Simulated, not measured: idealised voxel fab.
Process module heading - voxel self aligned vias
The cross-section shown here is cut; it is 260 nm wide and divided into square cells measuring 5 nm on a side.
When this document writes out a cross-section, it uses a grid of square cells and lists it as bands, beginning at the top and moving down, with a band standing for one or more rows of cells.
Heads up on the band format: heights come first, top then bottom, in nm. After that it's the materials left to right, each with its width in nm. A single material flagged "edge to edge" fills the whole band edge to edge, and "blank" means there's empty space there.
Heights are reckoned from 0. Under this level, the received wafer is all of one material. The bottommost band is open-ended downward, for example "0 down".
Graded width ("30->40"): value in top row of band = first number; value in bottom row = second number; row-to-row change constant.
Key: "all unchanged" - step with no changed cell in the cross-section.
"Completely enclosed voids" lists enclosed empty spaces (at least 8 cells, no open path upward to the top), each as width x height at distance from the left edge, in nm.
Formally, on a step line, whatever follows the settings is a remark that the simulator itself makes on the step.
The setting "overlay nm" may be written on the line of a step. When the step uses a mask, the value reports how far to the right of the planned place the mask lay, and a negative value reports that it lay to the left.
Process steps - plan:
| 1 | RECEIVE,material Si |
| 2 | CONFORMAL_DEP,material SiO2,thk nm 15 |
| 3 | CONFORMAL_DEP,material SiCN,thk nm 5 |
| 4 | DIRECTIONAL_DEP,material SiO2,thk nm 20 |
| 5 | DIRECTIONAL_DEP,material aC,thk nm 10 |
| 6 | PATTERN,tone open,mask id LINES,material resist,width nm 30,pitch nm 60,thk nm 25,overlay nm 0 |
| 7 | DIRECTIONAL_ETCH,etch materials aC,depth nm 10 |
| 8 | STRIP,etch materials resist |
| 9 | DIRECTIONAL_ETCH,etch materials SiO2,depth nm 20 |
| 10 | STRIP,etch materials aC |
| 11 | CONFORMAL_DEP,material TiN,thk nm 5 |
| 12 | FILL_DEP,material Ru,thk nm 5 |
| 13 | CMP,height nm 40 |
| 14 | SELECTIVE_ETCH,etch materials W Ru TiN,depth nm 5 |
| 15 | FILL_DEP,material SiN,thk nm 10 |
| 16 | CMP,height nm 40 |
| 17 | DIRECTIONAL_DEP,material SiO2,thk nm 15 |
| 18 | MASKED_ETCH,tone open,mask id VIAS,width nm 40,pitch nm 120,etch materials SiO2,depth nm 15,overlay nm 0 |
| 19 | MASKED_ETCH,tone open,mask id VIAS,width nm 40,pitch nm 120,etch materials SiN,depth nm 5,overlay nm 0 |
| 20 | CONFORMAL_DEP,material TiN,thk nm 5 |
| 21 | FILL_DEP,material Ru,thk nm 10 |
| 22 | CMP,height nm 55 |
| 23 | CONFORMAL_DEP,material SiN,thk nm 5 |
Received-state cross-section, reflecting completion of step 1:
> 0 down | Si edge to edge
> Completely enclosed voids: none
One mistake in running the module, otherwise start and plan as above: cross-section at the end:
> 60 to 55 | SiN edge to edge
> 55 to 45 | SiO2 (50) | TiN (5) | Ru (30) | TiN (5) | SiO2 (80) | TiN (5) | Ru (30) | TiN (5) | SiO2 (50)
> 45 to 40 | SiO2 (50) | TiN (10) | Ru (20) | TiN (10) | SiO2 (80) | TiN (10) | Ru (20) | TiN (10) | SiO2 (50)
> 40 to 35 | SiO2 (55) | TiN (30) | SiO2 (30) | SiN (30) | SiO2 (30) | TiN (30) | SiO2 (55)
> 35 to 25 | SiO2 (55) | SiN (30) | SiO2 (30) | SiN (30) | SiO2 (30) | SiN (30) | SiO2 (55)
> 25 to 20 | SiO2 (55) | TiN (30) | SiO2 (30) | TiN (30) | SiO2 (30) | TiN (30) | SiO2 (55)
> 20 to 15 | SiCN edge to edge
> 15 to 0 | SiO2 edge to edge
> 0 down | Si edge to edge
> Completely enclosed voids: none
What was done differently from what was planned? step 14 ran as: SELECTIVE_ETCH,etch materials W Ru TiN,depth nm 15
